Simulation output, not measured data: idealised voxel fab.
Name of the process module below: voxel plated lines
Cross-sectional view cut (width: 260 nm; square cell size: 5 nm).
We lay out every cross-section as a grid of square cells and spell it out in bands from the top down, where one band means one or more rows of cells.
A band entry consists of two parts. The first gives the height of the band's top and the height of its bottom, in nm. The rest lists the band's materials from left to right, each with its width in nm. A single material labelled with the word "everywhere" fills the band from edge to edge, and the word "air" marks empty space.
Convention: height 0 is the level below which the wafer, as received, is all one material. The lowest band does not terminate at the bottom but continues downward, represented as "top 0, no bottom".
A width given as "30 to 40" starts at the first number in the band's top row and ends at the second number in its bottom row, shifting by an equal amount at every step from row to row.
Reading "no change occurred" for a step: not a cell of the cross-section changed in it.
Look at "Closed cavities" for the closed voids: empty spaces with no open path to the top, sized 8 cells or up. Each is width x height at distance, distance from the left edge, all nm.
Post-settings text on a step line: simulator's own remark regarding the step.
If you see "overlay nm" on a step's line and that step has a mask, it's telling you how far right of where it was planned the mask ended up; a negative number means it went left instead.

[Steps planned for the process]
- 1: RECEIVE, material Si
- 2: CONFORMAL_DEP, material SiO2, thk nm 15
- 3: DIRECTIONAL_DEP, material TiN, thk nm 5
- 4: PATTERN, tone open, mask id LINES, material resist, width nm 20, pitch nm 45, thk nm 25, overlay nm 0
- 5: EPI, material Ru, thk nm 10
- 6: EPI, material Ru, thk nm 5
- 7: STRIP, etch materials resist
- 8: DIRECTIONAL_ETCH, etch materials TiN, depth nm 5
- 9: CONFORMAL_DEP, material SiCN, thk nm 10

[So, the first of our two wafers, run just as we planned it]

[Incoming wafer in cross-section (state: after step 1)]
top 0, no bottom: Si everywhere
Closed cavities: none

[The following cross-section depicts the wafer upon completion of step 2]
top 15, bottom 0: SiO2 everywhere
At heights below 0, the structure remains unaltered.

[The following cross-section depicts the wafer upon completion of step 3]
top 20, bottom 15: TiN everywhere
At heights below 15, the structure remains unaltered.

[The following cross-section depicts the wafer upon completion of step 4]
top 45, bottom 20: 95 nm resist, 20 nm air, 25 nm resist, 20 nm air, 100 nm resist
At heights below 20, the structure remains unaltered.

[The following cross-section depicts the wafer upon completion of step 5]
top 45, bottom 30: 95 nm resist, 20 nm air, 25 nm resist, 20 nm air, 100 nm resist
top 30, bottom 20: 95 nm resist, 20 nm Ru, 25 nm resist, 20 nm Ru, 100 nm resist
At heights below 20, the structure remains unaltered.

[The following cross-section depicts the wafer upon completion of step 6]
top 45, bottom 35: 95 nm resist, 20 nm air, 25 nm resist, 20 nm air, 100 nm resist
top 35, bottom 20: 95 nm resist, 20 nm Ru, 25 nm resist, 20 nm Ru, 100 nm resist
At heights below 20, the structure remains unaltered.

[The following cross-section depicts the wafer upon completion of step 7]
top 35, bottom 20: 95 nm air, 20 nm Ru, 25 nm air, 20 nm Ru, 100 nm air
At heights below 20, the structure remains unaltered.

[The following cross-section depicts the wafer upon completion of step 8]
top 35, bottom 20: 95 nm air, 20 nm Ru, 25 nm air, 20 nm Ru, 100 nm air
top 20, bottom 15: 95 nm air, 20 nm TiN, 25 nm air, 20 nm TiN, 100 nm air
At heights below 15, the structure remains unaltered.

[The following cross-section depicts the wafer upon completion of step 9]
top 45, bottom 35: 85 nm air, 40 nm SiCN, 5 nm air, 40 nm SiCN, 90 nm air
top 35, bottom 25: 85 nm air, 10 nm SiCN, 20 nm Ru, 10 nm SiCN, 5 nm air, 10 nm SiCN, 20 nm Ru, 10 nm SiCN, 90 nm air
top 25, bottom 20: 95 nm SiCN, 20 nm Ru, 25 nm SiCN, 20 nm Ru, 100 nm SiCN
top 20, bottom 15: 95 nm SiCN, 20 nm TiN, 25 nm SiCN, 20 nm TiN, 100 nm SiCN
At heights below 15, the structure remains unaltered.

[It is to be noted that the second wafer proceeded from the same initial state and according to the same plan as the first, although one mistake was committed in its execution; through step 1, inclusive, the two wafers share an identical history]

[Second wafer at the planned finish of step 2, seen in cross-section]
top 30, bottom 0: SiO2 everywhere
At heights below 0, the structure remains unaltered.

[Second wafer at the planned finish of step 3, seen in cross-section]
top 35, bottom 30: TiN everywhere
At heights below 30, the structure remains unaltered.

[Second wafer at the planned finish of step 4, seen in cross-section]
top 60, bottom 35: 95 nm resist, 20 nm air, 25 nm resist, 20 nm air, 100 nm resist
At heights below 35, the structure remains unaltered.

[Second wafer at the planned finish of step 5, seen in cross-section]
top 60, bottom 45: 95 nm resist, 20 nm air, 25 nm resist, 20 nm air, 100 nm resist
top 45, bottom 35: 95 nm resist, 20 nm Ru, 25 nm resist, 20 nm Ru, 100 nm resist
At heights below 35, the structure remains unaltered.

[Second wafer at the planned finish of step 6, seen in cross-section]
top 60, bottom 50: 95 nm resist, 20 nm air, 25 nm resist, 20 nm air, 100 nm resist
top 50, bottom 35: 95 nm resist, 20 nm Ru, 25 nm resist, 20 nm Ru, 100 nm resist
At heights below 35, the structure remains unaltered.

[Second wafer at the planned finish of step 7, seen in cross-section]
top 50, bottom 35: 95 nm air, 20 nm Ru, 25 nm air, 20 nm Ru, 100 nm air
At heights below 35, the structure remains unaltered.

[Second wafer at the planned finish of step 8, seen in cross-section]
top 50, bottom 35: 95 nm air, 20 nm Ru, 25 nm air, 20 nm Ru, 100 nm air
top 35, bottom 30: 95 nm air, 20 nm TiN, 25 nm air, 20 nm TiN, 100 nm air
At heights below 30, the structure remains unaltered.

[Second wafer at the planned finish of step 9, seen in cross-section]
top 60, bottom 50: 85 nm air, 40 nm SiCN, 5 nm air, 40 nm SiCN, 90 nm air
top 50, bottom 40: 85 nm air, 10 nm SiCN, 20 nm Ru, 10 nm SiCN, 5 nm air, 10 nm SiCN, 20 nm Ru, 10 nm SiCN, 90 nm air
top 40, bottom 35: 95 nm SiCN, 20 nm Ru, 25 nm SiCN, 20 nm Ru, 100 nm SiCN
top 35, bottom 30: 95 nm SiCN, 20 nm TiN, 25 nm SiCN, 20 nm TiN, 100 nm SiCN
At heights below 30, the structure remains unaltered.
Plan not followed: twice over, step 2 of the plan was run
At the finish, the second wafer shows more or fewer cells for some materials than the first does: 156 more of SiO2
